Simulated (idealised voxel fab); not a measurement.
The process module that follows is named voxel self aligned contacts.
Cross-section cut spans 210 nm and uses square cells 5 nm in size.
A cross-section is written here as square cells arranged in a grid, and it is given in bands from the top down, each band taking up one or more rows of cells. Within each band entry, the heights of the top and of the bottom of the band appear first, in that order and in nm; the materials of the band then follow from left to right, each with its corresponding width in nm. The designation "everywhere" on a single material indicates that it fills the band from edge to edge; the designation "blank" indicates empty space. Counting heights begins at 0, where everything beneath is, in the wafer as received, one material. The lowest band has no bottom; it goes on downwards, as "0 down" shows. Think of "30..40" as a width that walks from the first number to the second as you go down the band, top row to bottom row, taking equal-sized steps from row to row. Key: "remained the same" - step with no changed cell in the cross-section. Enclosed voids (no open way to top), threshold 8 cells or more, entry "Voids, fully enclosed", notation width x height at distance, distance from left edge, nm. Where a step's line continues beyond its settings, the continuation is a remark by the simulator itself on that step. overlay nm: mask offset rightward from planned place, masked step; negative means leftward offset. Pairs ahead. Before: cross-section ahead of one process step. After: cross-section once the step is done, shown to the lowest changed band only. Under each pair: that step, with settings. Caution: pairs may come from different runs of this module on the same starting wafer; a pair follows the pair above only where its "Before step" entry says so.

## Before step
	0 down  Si everywhere
	Voids, fully enclosed: none

## Resulting Structure
	5 to 0  SiO2 everywhere
	At heights below 0, the structure remains unaltered.
	Voids, fully enclosed: none
Between before and after, shown above: CONFORMAL_DEP,material SiO2,thk nm 5

Before step: = after-state of the pair above.

## Resulting Structure
	25 to 5  polySi everywhere
	At heights below 5, the structure remains unaltered.
	Voids, fully enclosed: none
Between before and after, shown above: DIRECTIONAL_DEP,material polySi,thk nm 20

Before step: = after-state of the pair above.

## Resulting Structure
	40 to 25  SiN everywhere
	At heights below 25, the structure remains unaltered.
	Voids, fully enclosed: none
Between before and after, shown above: DIRECTIONAL_DEP,material SiN,thk nm 15

Before step: = after-state of the pair above.

## Resulting Structure
	50 to 40  aC everywhere
	At heights below 40, the structure remains unaltered.
	Voids, fully enclosed: none
Between before and after, shown above: DIRECTIONAL_DEP,material aC,thk nm 10

Before step: = after-state of the pair above.

## Resulting Structure
	80 to 50  blank 55 nm; resist 35 nm; blank 25 nm; resist 35 nm; blank 60 nm
	At heights below 50, the structure remains unaltered.
	Voids, fully enclosed: none
Between before and after, shown above: PATTERN,tone cover,mask id GATE,material resist,width nm 35,pitch nm 60,thk nm 30,overlay nm 0

Before step: = after-state of the pair above.

## Resulting Structure
	70 to 50  blank 55 nm; resist 35 nm; blank 25 nm; resist 35 nm; blank 60 nm
	50 to 40  blank 55 nm; aC 35 nm; blank 25 nm; aC 35 nm; blank 60 nm
	At heights below 40, the structure remains unaltered.
	Voids, fully enclosed: none
Between before and after, shown above: DIRECTIONAL_ETCH,etch materials aC,depth nm 10

Before step: = after-state of the pair above.

## Resulting Structure
	50 to 40  blank 55 nm; aC 35 nm; blank 25 nm; aC 35 nm; blank 60 nm
	At heights below 40, the structure remains unaltered.
	Voids, fully enclosed: none
Between before and after, shown above: STRIP,etch materials resist

Before step: = after-state of the pair above.

## Resulting Structure
	50 to 40  blank 55 nm; aC 35 nm; blank 25 nm; aC 35 nm; blank 60 nm
	40 to 25  blank 55 nm; SiN 35 nm; blank 25 nm; SiN 35 nm; blank 60 nm
	At heights below 25, the structure remains unaltered.
	Voids, fully enclosed: none
Between before and after, shown above: DIRECTIONAL_ETCH,etch materials SiN,depth nm 15

Before step: = after-state of the pair above.

## Resulting Structure
	50 to 40  blank 55 nm; aC 35 nm; blank 25 nm; aC 35 nm; blank 60 nm
	40 to 25  blank 55 nm; SiN 35 nm; blank 25 nm; SiN 35 nm; blank 60 nm
	25 to 5  blank 55 nm; polySi 35 nm; blank 25 nm; polySi 35 nm; blank 60 nm
	At heights below 5, the structure remains unaltered.
	Voids, fully enclosed: none
Between before and after, shown above: DIRECTIONAL_ETCH,etch materials polySi,depth nm 20

Before step: = after-state of the pair above.

## Resulting Structure
	40 to 25  blank 55 nm; SiN 35 nm; blank 25 nm; SiN 35 nm; blank 60 nm
	At heights below 25, the structure remains unaltered.
	Voids, fully enclosed: none
Between before and after, shown above: STRIP,etch materials aC

Before step: = after-state of the pair above.

## Resulting Structure
	45 to 25  blank 50 nm; SiN 45 nm; blank 15 nm; SiN 45 nm; blank 55 nm
	25 to 10  blank 50 nm; SiN 5 nm; polySi 35 nm; SiN 5 nm; blank 15 nm; SiN 5 nm; polySi 35 nm; SiN 5 nm; blank 55 nm
	10 to 5  SiN 55 nm; polySi 35 nm; SiN 25 nm; polySi 35 nm; SiN 60 nm
	At heights below 5, the structure remains unaltered.
	Voids, fully enclosed: none
Between before and after, shown above: CONFORMAL_DEP,material SiN,thk nm 5

Before step: = after-state of the pair above.

## Resulting Structure
	40 to 25  blank 50 nm; SiN 45 nm; blank 15 nm; SiN 45 nm; blank 55 nm
	25 to 5  blank 50 nm; SiN 5 nm; polySi 35 nm; SiN 5 nm; blank 15 nm; SiN 5 nm; polySi 35 nm; SiN 5 nm; blank 55 nm
	At heights below 5, the structure remains unaltered.
	Voids, fully enclosed: none
Between before and after, shown above: DIRECTIONAL_ETCH,etch materials SiN,depth nm 5

Before step: = after-state of the pair above.

## Resulting Structure
	55 to 40  SiO2 everywhere
	40 to 25  SiO2 50 nm; SiN 45 nm; SiO2 15 nm; SiN 45 nm; SiO2 55 nm
	25 to 5  SiO2 50 nm; SiN 5 nm; polySi 35 nm; SiN 5 nm; SiO2 15 nm; SiN 5 nm; polySi 35 nm; SiN 5 nm; SiO2 55 nm
	At heights below 5, the structure remains unaltered.
	Voids, fully enclosed: none
Between before and after, shown above: FILL_DEP,material SiO2,thk nm 15

Before step: = after-state of the pair above.

## Resulting Structure
	50 to 40  SiO2 everywhere
	At heights below 40, the structure remains unaltered.
	Voids, fully enclosed: none
Between before and after, shown above: CMP,height nm 50

Before step: = after-state of the pair above.

## Resulting Structure
	70 to 50  resist 85 nm; blank 35 nm; resist 90 nm
	At heights below 50, the structure remains unaltered.
	Voids, fully enclosed: none
Between before and after, shown above: PATTERN,tone open,mask id CONTACT,material resist,width nm 35,thk nm 20,overlay nm 0

Before step: = after-state of the pair above.

## Resulting Structure
	70 to 50  resist 85 nm; blank 35 nm; resist 90 nm
	50 to 40  SiO2 85 nm; blank 35 nm; SiO2 90 nm
	40 to 25  SiO2 50 nm; SiN 45 nm; blank 15 nm; SiN 45 nm; SiO2 55 nm
	25 to 5  SiO2 50 nm; SiN 5 nm; polySi 35 nm; SiN 5 nm; blank 15 nm; SiN 5 nm; polySi 35 nm; SiN 5 nm; SiO2 55 nm
	5 to 0  SiO2 95 nm; blank 15 nm; SiO2 100 nm
	At heights below 0, the structure remains unaltered.
	Voids, fully enclosed: none
Between before and after, shown above: DIRECTIONAL_ETCH,etch materials SiO2,depth nm 50

Before step: = after-state of the pair above.

## Resulting Structure
	50 to 40  SiO2 85 nm; blank 35 nm; SiO2 90 nm
	At heights below 40, the structure remains unaltered.
	Voids, fully enclosed: none
Between before and after, shown above: STRIP,etch materials resist

Before step: = after-state of the pair above.

## Resulting Structure
	55 to 50  TiN 90 nm; blank 25 nm; TiN 95 nm
	50 to 40  SiO2 85 nm; TiN 5..15 nm; blank 25..5 nm; TiN 5..15 nm; SiO2 90 nm
	40 to 25  SiO2 50 nm; SiN 45 nm; TiN 5 nm; blank 5 nm; TiN 5 nm; SiN 45 nm; SiO2 55 nm
	25 to 5  SiO2 50 nm; SiN 5 nm; polySi 35 nm; SiN 5 nm; TiN 5 nm; blank 5 nm; TiN 5 nm; SiN 5 nm; polySi 35 nm; SiN 5 nm; SiO2 55 nm
	5 to 0  SiO2 95 nm; TiN 15 nm; SiO2 100 nm
	At heights below 0, the structure remains unaltered.
	Voids, fully enclosed: none
Between before and after, shown above: CONFORMAL_DEP,material TiN,thk nm 5

Before step: = after-state of the pair above.

## Resulting Structure
	60 to 55  W everywhere
	55 to 50  TiN 90 nm; W 25 nm; TiN 95 nm
	50 to 40  SiO2 85 nm; TiN 5..15 nm; W 25..5 nm; TiN 5..15 nm; SiO2 90 nm
	40 to 25  SiO2 50 nm; SiN 45 nm; TiN 5 nm; W 5 nm; TiN 5 nm; SiN 45 nm; SiO2 55 nm
	25 to 5  SiO2 50 nm; SiN 5 nm; polySi 35 nm; SiN 5 nm; TiN 5 nm; W 5 nm; TiN 5 nm; SiN 5 nm; polySi 35 nm; SiN 5 nm; SiO2 55 nm
	At heights below 5, the structure remains unaltered.
	Voids, fully enclosed: none
Between before and after, shown above: FILL_DEP,material W,thk nm 5

Before step: = after-state of the pair above.

## Resulting Structure
	50 to 40  SiO2 85 nm; TiN 5..15 nm; W 25..5 nm; TiN 5..15 nm; SiO2 90 nm
	At heights below 40, the structure remains unaltered.
	Voids, fully enclosed: none
Between before and after, shown above: CMP,height nm 50

Before step: = after-state of the pair above.

## Resulting Structure
	55 to 50  SiN everywhere
	At heights below 50, the structure remains unaltered.
	Voids, fully enclosed: none
Between before and after, shown above: CONFORMAL_DEP,material SiN,thk nm 5

## Before step
	0 down  Si everywhere
	Voids, fully enclosed: none

## Resulting Structure
	20 to 0  polySi everywhere
	At heights below 0, the structure remains unaltered.
	Voids, fully enclosed: none
Between before and after, shown above: DIRECTIONAL_DEP,material polySi,thk nm 20

Before step: = after-state of the pair above.

## Resulting Structure
	35 to 20  SiN everywhere
	At heights below 20, the structure remains unaltered.
	Voids, fully enclosed: none
Between before and after, shown above: DIRECTIONAL_DEP,material SiN,thk nm 15

Before step: = after-state of the pair above.

## Resulting Structure
	45 to 35  aC everywhere
	At heights below 35, the structure remains unaltered.
	Voids, fully enclosed: none
Between before and after, shown above: DIRECTIONAL_DEP,material aC,thk nm 10

Before step: = after-state of the pair above.

## Resulting Structure
	75 to 45  blank 55 nm; resist 35 nm; blank 25 nm; resist 35 nm; blank 60 nm
	At heights below 45, the structure remains unaltered.
	Voids, fully enclosed: none
Between before and after, shown above: PATTERN,tone cover,mask id GATE,material resist,width nm 35,pitch nm 60,thk nm 30,overlay nm 0

Before step: = after-state of the pair above.

## Resulting Structure
	65 to 45  blank 55 nm; resist 35 nm; blank 25 nm; resist 35 nm; blank 60 nm
	45 to 35  blank 55 nm; aC 35 nm; blank 25 nm; aC 35 nm; blank 60 nm
	At heights below 35, the structure remains unaltered.
	Voids, fully enclosed: none
Between before and after, shown above: DIRECTIONAL_ETCH,etch materials aC,depth nm 10

Before step: = after-state of the pair above.

## Resulting Structure
	45 to 35  blank 55 nm; aC 35 nm; blank 25 nm; aC 35 nm; blank 60 nm
	At heights below 35, the structure remains unaltered.
	Voids, fully enclosed: none
Between before and after, shown above: STRIP,etch materials resist

Before step: = after-state of the pair above.

## Resulting Structure
	45 to 35  blank 55 nm; aC 35 nm; blank 25 nm; aC 35 nm; blank 60 nm
	35 to 20  blank 55 nm; SiN 35 nm; blank 25 nm; SiN 35 nm; blank 60 nm
	At heights below 20, the structure remains unaltered.
	Voids, fully enclosed: none
Between before and after, shown above: DIRECTIONAL_ETCH,etch materials SiN,depth nm 15

Before step: = after-state of the pair above.

## Resulting Structure
	45 to 35  blank 55 nm; aC 35 nm; blank 25 nm; aC 35 nm; blank 60 nm
	35 to 20  blank 55 nm; SiN 35 nm; blank 25 nm; SiN 35 nm; blank 60 nm
	20 to 0  blank 55 nm; polySi 35 nm; blank 25 nm; polySi 35 nm; blank 60 nm
	At heights below 0, the structure remains unaltered.
	Voids, fully enclosed: none
Between before and after, shown above: DIRECTIONAL_ETCH,etch materials polySi,depth nm 20

Before step: = after-state of the pair above.

## Resulting Structure
	35 to 20  blank 55 nm; SiN 35 nm; blank 25 nm; SiN 35 nm; blank 60 nm
	At heights below 20, the structure remains unaltered.
	Voids, fully enclosed: none
Between before and after, shown above: STRIP,etch materials aC

Before step: = after-state of the pair above.

## Resulting Structure
	40 to 20  blank 50 nm; SiN 45 nm; blank 15 nm; SiN 45 nm; blank 55 nm
	20 to 5  blank 50 nm; SiN 5 nm; polySi 35 nm; SiN 5 nm; blank 15 nm; SiN 5 nm; polySi 35 nm; SiN 5 nm; blank 55 nm
	5 to 0  SiN 55 nm; polySi 35 nm; SiN 25 nm; polySi 35 nm; SiN 60 nm
	At heights below 0, the structure remains unaltered.
	Voids, fully enclosed: none
Between before and after, shown above: CONFORMAL_DEP,material SiN,thk nm 5

Before step: = after-state of the pair above.

## Resulting Structure
	35 to 20  blank 50 nm; SiN 45 nm; blank 15 nm; SiN 45 nm; blank 55 nm
	20 to 0  blank 50 nm; SiN 5 nm; polySi 35 nm; SiN 5 nm; blank 15 nm; SiN 5 nm; polySi 35 nm; SiN 5 nm; blank 55 nm
	At heights below 0, the structure remains unaltered.
	Voids, fully enclosed: none
Between before and after, shown above: DIRECTIONAL_ETCH,etch materials SiN,depth nm 5

Before step: = after-state of the pair above.

## Resulting Structure
	50 to 35  SiO2 everywhere
	35 to 20  SiO2 50 nm; SiN 45 nm; SiO2 15 nm; SiN 45 nm; SiO2 55 nm
	20 to 0  SiO2 50 nm; SiN 5 nm; polySi 35 nm; SiN 5 nm; SiO2 15 nm; SiN 5 nm; polySi 35 nm; SiN 5 nm; SiO2 55 nm
	At heights below 0, the structure remains unaltered.
	Voids, fully enclosed: none
Between before and after, shown above: FILL_DEP,material SiO2,thk nm 15

Before step: = after-state of the pair above.

## Resulting Structure
	70 to 50  resist 85 nm; blank 35 nm; resist 90 nm
	At heights below 50, the structure remains unaltered.
	Voids, fully enclosed: none
Between before and after, shown above: PATTERN,tone open,mask id CONTACT,material resist,width nm 35,thk nm 20,overlay nm 0

Before step: = after-state of the pair above.

## Resulting Structure
	70 to 50  resist 85 nm; blank 35 nm; resist 90 nm
	50 to 35  SiO2 85 nm; blank 35 nm; SiO2 90 nm
	35 to 20  SiO2 50 nm; SiN 45 nm; blank 15 nm; SiN 45 nm; SiO2 55 nm
	20 to 0  SiO2 50 nm; SiN 5 nm; polySi 35 nm; SiN 5 nm; blank 15 nm; SiN 5 nm; polySi 35 nm; SiN 5 nm; SiO2 55 nm
	At heights below 0, the structure remains unaltered.
	Voids, fully enclosed: none
Between before and after, shown above: DIRECTIONAL_ETCH,etch materials SiO2,depth nm 50

Before step: = after-state of the pair above.

## Resulting Structure
	50 to 35  SiO2 85 nm; blank 35 nm; SiO2 90 nm
	At heights below 35, the structure remains unaltered.
	Voids, fully enclosed: none
Between before and after, shown above: STRIP,etch materials resist

Before step: = after-state of the pair above.

## Resulting Structure
	55 to 50  TiN 90 nm; blank 25 nm; TiN 95 nm
	50 to 40  SiO2 85 nm; TiN 5 nm; blank 25 nm; TiN 5 nm; SiO2 90 nm
	40 to 35  SiO2 85 nm; TiN 15 nm; blank 5 nm; TiN 15 nm; SiO2 90 nm
	35 to 20  SiO2 50 nm; SiN 45 nm; TiN 5 nm; blank 5 nm; TiN 5 nm; SiN 45 nm; SiO2 55 nm
	20 to 5  SiO2 50 nm; SiN 5 nm; polySi 35 nm; SiN 5 nm; TiN 5 nm; blank 5 nm; TiN 5 nm; SiN 5 nm; polySi 35 nm; SiN 5 nm; SiO2 55 nm
	5 to 0  SiO2 50 nm; SiN 5 nm; polySi 35 nm; SiN 5 nm; TiN 15 nm; SiN 5 nm; polySi 35 nm; SiN 5 nm; SiO2 55 nm
	At heights below 0, the structure remains unaltered.
	Voids, fully enclosed: none
Between before and after, shown above: CONFORMAL_DEP,material TiN,thk nm 5

Before step: = after-state of the pair above.

## Resulting Structure
	60 to 55  W everywhere
	55 to 50  TiN 90 nm; W 25 nm; TiN 95 nm
	50 to 40  SiO2 85 nm; TiN 5 nm; W 25 nm; TiN 5 nm; SiO2 90 nm
	40 to 35  SiO2 85 nm; TiN 15 nm; W 5 nm; TiN 15 nm; SiO2 90 nm
	35 to 20  SiO2 50 nm; SiN 45 nm; TiN 5 nm; W 5 nm; TiN 5 nm; SiN 45 nm; SiO2 55 nm
	20 to 5  SiO2 50 nm; SiN 5 nm; polySi 35 nm; SiN 5 nm; TiN 5 nm; W 5 nm; TiN 5 nm; SiN 5 nm; polySi 35 nm; SiN 5 nm; SiO2 55 nm
	At heights below 5, the structure remains unaltered.
	Voids, fully enclosed: none
Between before and after, shown above: FILL_DEP,material W,thk nm 5

Before step: = after-state of the pair above.

## Resulting Structure
	50 to 40  SiO2 85 nm; TiN 5 nm; W 25 nm; TiN 5 nm; SiO2 90 nm
	At heights below 40, the structure remains unaltered.
	Voids, fully enclosed: none
Between before and after, shown above: CMP,height nm 50

Before step: = after-state of the pair above.

## Resulting Structure
	55 to 50  SiN everywhere
	At heights below 50, the structure remains unaltered.
	Voids, fully enclosed: none
Between before and after, shown above: CONFORMAL_DEP,material SiN,thk nm 5

## Before step
	25 to 5  polySi everywhere
	5 to 0  SiO2 everywhere
	0 down  Si everywhere
	Voids, fully enclosed: none

## Resulting Structure
	45 to 5  polySi everywhere
	At heights below 5, the structure remains unaltered.
	Voids, fully enclosed: none
Between before and after, shown above: DIRECTIONAL_DEP,material polySi,thk nm 20

Before step: = after-state of the pair above.

## Resulting Structure
	60 to 45  SiN everywhere
	At heights below 45, the structure remains unaltered.
	Voids, fully enclosed: none
Between before and after, shown above: DIRECTIONAL_DEP,material SiN,thk nm 15

Before step: = after-state of the pair above.

## Resulting Structure
	70 to 60  aC everywhere
	At heights below 60, the structure remains unaltered.
	Voids, fully enclosed: none
Between before and after, shown above: DIRECTIONAL_DEP,material aC,thk nm 10

Before step: = after-state of the pair above.

## Resulting Structure
	100 to 70  blank 55 nm; resist 35 nm; blank 25 nm; resist 35 nm; blank 60 nm
	At heights below 70, the structure remains unaltered.
	Voids, fully enclosed: none
Between before and after, shown above: PATTERN,tone cover,mask id GATE,material resist,width nm 35,pitch nm 60,thk nm 30,overlay nm 0

Before step: = after-state of the pair above.

## Resulting Structure
	90 to 70  blank 55 nm; resist 35 nm; blank 25 nm; resist 35 nm; blank 60 nm
	70 to 60  blank 55 nm; aC 35 nm; blank 25 nm; aC 35 nm; blank 60 nm
	At heights below 60, the structure remains unaltered.
	Voids, fully enclosed: none
Between before and after, shown above: DIRECTIONAL_ETCH,etch materials aC,depth nm 10

Before step: = after-state of the pair above.

## Resulting Structure
	70 to 60  blank 55 nm; aC 35 nm; blank 25 nm; aC 35 nm; blank 60 nm
	At heights below 60, the structure remains unaltered.
	Voids, fully enclosed: none
Between before and after, shown above: STRIP,etch materials resist

Before step: = after-state of the pair above.

## Resulting Structure
	70 to 60  blank 55 nm; aC 35 nm; blank 25 nm; aC 35 nm; blank 60 nm
	60 to 45  blank 55 nm; SiN 35 nm; blank 25 nm; SiN 35 nm; blank 60 nm
	At heights below 45, the structure remains unaltered.
	Voids, fully enclosed: none
Between before and after, shown above: DIRECTIONAL_ETCH,etch materials SiN,depth nm 15

Before step: = after-state of the pair above.

## Resulting Structure
	70 to 60  blank 55 nm; aC 35 nm; blank 25 nm; aC 35 nm; blank 60 nm
	60 to 45  blank 55 nm; SiN 35 nm; blank 25 nm; SiN 35 nm; blank 60 nm
	45 to 25  blank 55 nm; polySi 35 nm; blank 25 nm; polySi 35 nm; blank 60 nm
	At heights below 25, the structure remains unaltered.
	Voids, fully enclosed: none
Between before and after, shown above: DIRECTIONAL_ETCH,etch materials polySi,depth nm 20

Before step: = after-state of the pair above.

## Resulting Structure
	60 to 45  blank 55 nm; SiN 35 nm; blank 25 nm; SiN 35 nm; blank 60 nm
	At heights below 45, the structure remains unaltered.
	Voids, fully enclosed: none
Between before and after, shown above: STRIP,etch materials aC

Before step: = after-state of the pair above.

## Resulting Structure
	65 to 45  blank 50 nm; SiN 45 nm; blank 15 nm; SiN 45 nm; blank 55 nm
	45 to 30  blank 50 nm; SiN 5 nm; polySi 35 nm; SiN 5 nm; blank 15 nm; SiN 5 nm; polySi 35 nm; SiN 5 nm; blank 55 nm
	30 to 25  SiN 55 nm; polySi 35 nm; SiN 25 nm; polySi 35 nm; SiN 60 nm
	At heights below 25, the structure remains unaltered.
	Voids, fully enclosed: none
Between before and after, shown above: CONFORMAL_DEP,material SiN,thk nm 5

Before step: = after-state of the pair above.

## Resulting Structure
	60 to 45  blank 50 nm; SiN 45 nm; blank 15 nm; SiN 45 nm; blank 55 nm
	45 to 25  blank 50 nm; SiN 5 nm; polySi 35 nm; SiN 5 nm; blank 15 nm; SiN 5 nm; polySi 35 nm; SiN 5 nm; blank 55 nm
	At heights below 25, the structure remains unaltered.
	Voids, fully enclosed: none
Between before and after, shown above: DIRECTIONAL_ETCH,etch materials SiN,depth nm 5

Before step: = after-state of the pair above.

## Resulting Structure
	75 to 60  SiO2 everywhere
	60 to 45  SiO2 50 nm; SiN 45 nm; SiO2 15 nm; SiN 45 nm; SiO2 55 nm
	45 to 25  SiO2 50 nm; SiN 5 nm; polySi 35 nm; SiN 5 nm; SiO2 15 nm; SiN 5 nm; polySi 35 nm; SiN 5 nm; SiO2 55 nm
	At heights below 25, the structure remains unaltered.
	Voids, fully enclosed: none
Between before and after, shown above: FILL_DEP,material SiO2,thk nm 15

Before step: = after-state of the pair above.

## Resulting Structure
	50 to 45  SiO2 50 nm; SiN 45 nm; SiO2 15 nm; SiN 45 nm; SiO2 55 nm
	At heights below 45, the structure remains unaltered.
	Voids, fully enclosed: none
Between before and after, shown above: CMP,height nm 50

Before step: = after-state of the pair above.

## Resulting Structure
	70 to 50  resist 85 nm; blank 35 nm; resist 90 nm
	At heights below 50, the structure remains unaltered.
	Voids, fully enclosed: none
Between before and after, shown above: PATTERN,tone open,mask id CONTACT,material resist,width nm 35,thk nm 20,overlay nm 0

Before step: = after-state of the pair above.

## Resulting Structure
	70 to 50  resist 85 nm; blank 35 nm; resist 90 nm
	50 to 45  SiO2 50 nm; SiN 45 nm; blank 15 nm; SiN 45 nm; SiO2 55 nm
	45 to 25  SiO2 50 nm; SiN 5 nm; polySi 35 nm; SiN 5 nm; blank 15 nm; SiN 5 nm; polySi 35 nm; SiN 5 nm; SiO2 55 nm
	At heights below 25, the structure remains unaltered.
	Voids, fully enclosed: none
Between before and after, shown above: DIRECTIONAL_ETCH,etch materials SiO2,depth nm 50

Before step: = after-state of the pair above.

## Resulting Structure
	50 to 45  SiO2 50 nm; SiN 45 nm; blank 15 nm; SiN 45 nm; SiO2 55 nm
	At heights below 45, the structure remains unaltered.
	Voids, fully enclosed: none
Between before and after, shown above: STRIP,etch materials resist

Before step: = after-state of the pair above.

## Resulting Structure
	55 to 50  TiN 100 nm; blank 5 nm; TiN 105 nm
	50 to 45  SiO2 50 nm; SiN 45 nm; TiN 5 nm; blank 5 nm; TiN 5 nm; SiN 45 nm; SiO2 55 nm
	45 to 30  SiO2 50 nm; SiN 5 nm; polySi 35 nm; SiN 5 nm; TiN 5 nm; blank 5 nm; TiN 5 nm; SiN 5 nm; polySi 35 nm; SiN 5 nm; SiO2 55 nm
	30 to 25  SiO2 50 nm; SiN 5 nm; polySi 35 nm; SiN 5 nm; TiN 15 nm; SiN 5 nm; polySi 35 nm; SiN 5 nm; SiO2 55 nm
	At heights below 25, the structure remains unaltered.
	Voids, fully enclosed: none
Between before and after, shown above: CONFORMAL_DEP,material TiN,thk nm 5

Before step: = after-state of the pair above.

## Resulting Structure
	60 to 55  W everywhere
	55 to 50  TiN 100 nm; W 5 nm; TiN 105 nm
	50 to 45  SiO2 50 nm; SiN 45 nm; TiN 5 nm; W 5 nm; TiN 5 nm; SiN 45 nm; SiO2 55 nm
	45 to 30  SiO2 50 nm; SiN 5 nm; polySi 35 nm; SiN 5 nm; TiN 5 nm; W 5 nm; TiN 5 nm; SiN 5 nm; polySi 35 nm; SiN 5 nm; SiO2 55 nm
	At heights below 30, the structure remains unaltered.
	Voids, fully enclosed: none
Between before and after, shown above: FILL_DEP,material W,thk nm 5

Before step: = after-state of the pair above.

## Resulting Structure
	50 to 45  SiO2 50 nm; SiN 45 nm; TiN 5 nm; W 5 nm; TiN 5 nm; SiN 45 nm; SiO2 55 nm
	At heights below 45, the structure remains unaltered.
	Voids, fully enclosed: none
Between before and after, shown above: CMP,height nm 50

Before step: = after-state of the pair above.

## Resulting Structure
	55 to 50  SiN everywhere
	At heights below 50, the structure remains unaltered.
	Voids, fully enclosed: none
Between before and after, shown above: CONFORMAL_DEP,material SiN,thk nm 5

## Before step
	40 to 25  blank 55 nm; SiN 35 nm; blank 25 nm; SiN 35 nm; blank 60 nm
	25 to 5  blank 55 nm; polySi 35 nm; blank 25 nm; polySi 35 nm; blank 60 nm
	5 to 0  SiO2 everywhere
	0 down  Si everywhere
	Voids, fully enclosed: none

## Resulting Structure
	35 to 25  blank 55 nm; SiN 35 nm; blank 25 nm; SiN 35 nm; blank 60 nm
	At heights below 25, the structure remains unaltered.
	Voids, fully enclosed: none
Between before and after, shown above: DIRECTIONAL_ETCH,etch materials SiN,depth nm 5

Before step: = after-state of the pair above.

## Resulting Structure
	40 to 25  blank 50 nm; SiN 45 nm; blank 15 nm; SiN 45 nm; blank 55 nm
	25 to 10  blank 50 nm; SiN 5 nm; polySi 35 nm; SiN 5 nm; blank 15 nm; SiN 5 nm; polySi 35 nm; SiN 5 nm; blank 55 nm
	10 to 5  SiN 55 nm; polySi 35 nm; SiN 25 nm; polySi 35 nm; SiN 60 nm
	At heights below 5, the structure remains unaltered.
	Voids, fully enclosed: none
Between before and after, shown above: CONFORMAL_DEP,material SiN,thk nm 5

Before step: = after-state of the pair above.

## Resulting Structure
	55 to 40  SiO2 everywhere
	40 to 25  SiO2 50 nm; SiN 45 nm; SiO2 15 nm; SiN 45 nm; SiO2 55 nm
	25 to 10  SiO2 50 nm; SiN 5 nm; polySi 35 nm; SiN 5 nm; SiO2 15 nm; SiN 5 nm; polySi 35 nm; SiN 5 nm; SiO2 55 nm
	At heights below 10, the structure remains unaltered.
	Voids, fully enclosed: none
Between before and after, shown above: FILL_DEP,material SiO2,thk nm 15

Before step: = after-state of the pair above.

## Resulting Structure
	50 to 40  SiO2 everywhere
	At heights below 40, the structure remains unaltered.
	Voids, fully enclosed: none
Between before and after, shown above: CMP,height nm 50

Before step: = after-state of the pair above.

## Resulting Structure
	70 to 50  resist 85 nm; blank 35 nm; resist 90 nm
	At heights below 50, the structure remains unaltered.
	Voids, fully enclosed: none
Between before and after, shown above: PATTERN,tone open,mask id CONTACT,material resist,width nm 35,thk nm 20,overlay nm 0

Before step: = after-state of the pair above.

## Resulting Structure
	70 to 50  resist 85 nm; blank 35 nm; resist 90 nm
	50 to 40  SiO2 85 nm; blank 35 nm; SiO2 90 nm
	40 to 25  SiO2 50 nm; SiN 45 nm; blank 15 nm; SiN 45 nm; SiO2 55 nm
	25 to 10  SiO2 50 nm; SiN 5 nm; polySi 35 nm; SiN 5 nm; blank 15 nm; SiN 5 nm; polySi 35 nm; SiN 5 nm; SiO2 55 nm
	At heights below 10, the structure remains unaltered.
	Voids, fully enclosed: none
Between before and after, shown above: DIRECTIONAL_ETCH,etch materials SiO2,depth nm 50

Before step: = after-state of the pair above.

## Resulting Structure
	50 to 40  SiO2 85 nm; blank 35 nm; SiO2 90 nm
	At heights below 40, the structure remains unaltered.
	Voids, fully enclosed: none
Between before and after, shown above: STRIP,etch materials resist

Before step: = after-state of the pair above.

## Resulting Structure
	55 to 50  TiN 90 nm; blank 25 nm; TiN 95 nm
	50 to 40  SiO2 85 nm; TiN 5..15 nm; blank 25..5 nm; TiN 5..15 nm; SiO2 90 nm
	40 to 25  SiO2 50 nm; SiN 45 nm; TiN 5 nm; blank 5 nm; TiN 5 nm; SiN 45 nm; SiO2 55 nm
	25 to 15  SiO2 50 nm; SiN 5 nm; polySi 35 nm; SiN 5 nm; TiN 5 nm; blank 5 nm; TiN 5 nm; SiN 5 nm; polySi 35 nm; SiN 5 nm; SiO2 55 nm
	15 to 10  SiO2 50 nm; SiN 5 nm; polySi 35 nm; SiN 5 nm; TiN 15 nm; SiN 5 nm; polySi 35 nm; SiN 5 nm; SiO2 55 nm
	At heights below 10, the structure remains unaltered.
	Voids, fully enclosed: none
Between before and after, shown above: CONFORMAL_DEP,material TiN,thk nm 5

Before step: = after-state of the pair above.

## Resulting Structure
	60 to 55  W everywhere
	55 to 50  TiN 90 nm; W 25 nm; TiN 95 nm
	50 to 40  SiO2 85 nm; TiN 5..15 nm; W 25..5 nm; TiN 5..15 nm; SiO2 90 nm
	40 to 25  SiO2 50 nm; SiN 45 nm; TiN 5 nm; W 5 nm; TiN 5 nm; SiN 45 nm; SiO2 55 nm
	25 to 15  SiO2 50 nm; SiN 5 nm; polySi 35 nm; SiN 5 nm; TiN 5 nm; W 5 nm; TiN 5 nm; SiN 5 nm; polySi 35 nm; SiN 5 nm; SiO2 55 nm
	At heights below 15, the structure remains unaltered.
	Voids, fully enclosed: none
Between before and after, shown above: FILL_DEP,material W,thk nm 5

Before step: = after-state of the pair above.

## Resulting Structure
	50 to 40  SiO2 85 nm; TiN 5..15 nm; W 25..5 nm; TiN 5..15 nm; SiO2 90 nm
	At heights below 40, the structure remains unaltered.
	Voids, fully enclosed: none
Between before and after, shown above: CMP,height nm 50

Before step: = after-state of the pair above.

## Resulting Structure
	55 to 50  SiN everywhere
	At heights below 50, the structure remains unaltered.
	Voids, fully enclosed: none
Between before and after, shown above: CONFORMAL_DEP,material SiN,thk nm 5

## Before step
	60 to 55  W everywhere
	55 to 50  TiN 90 nm; W 25 nm; TiN 95 nm
	50 to 40  SiO2 85 nm; TiN 5..15 nm; W 25..5 nm; TiN 5..15 nm; SiO2 90 nm
	40 to 25  SiO2 50 nm; SiN 45 nm; TiN 5 nm; W 5 nm; TiN 5 nm; SiN 45 nm; SiO2 55 nm
	25 to 5  SiO2 50 nm; SiN 5 nm; polySi 35 nm; SiN 5 nm; TiN 5 nm; W 5 nm; TiN 5 nm; SiN 5 nm; polySi 35 nm; SiN 5 nm; SiO2 55 nm
	5 to 0  SiO2 95 nm; TiN 15 nm; SiO2 100 nm
	0 down  Si everywhere
	Voids, fully enclosed: none

## Resulting Structure
	40 to 25  SiO2 50 nm; SiN 45 nm; TiN 5 nm; W 5 nm; TiN 5 nm; SiN 45 nm; SiO2 55 nm
	At heights below 25, the structure remains unaltered.
	Voids, fully enclosed: none
Between before and after, shown above: CMP,height nm 40
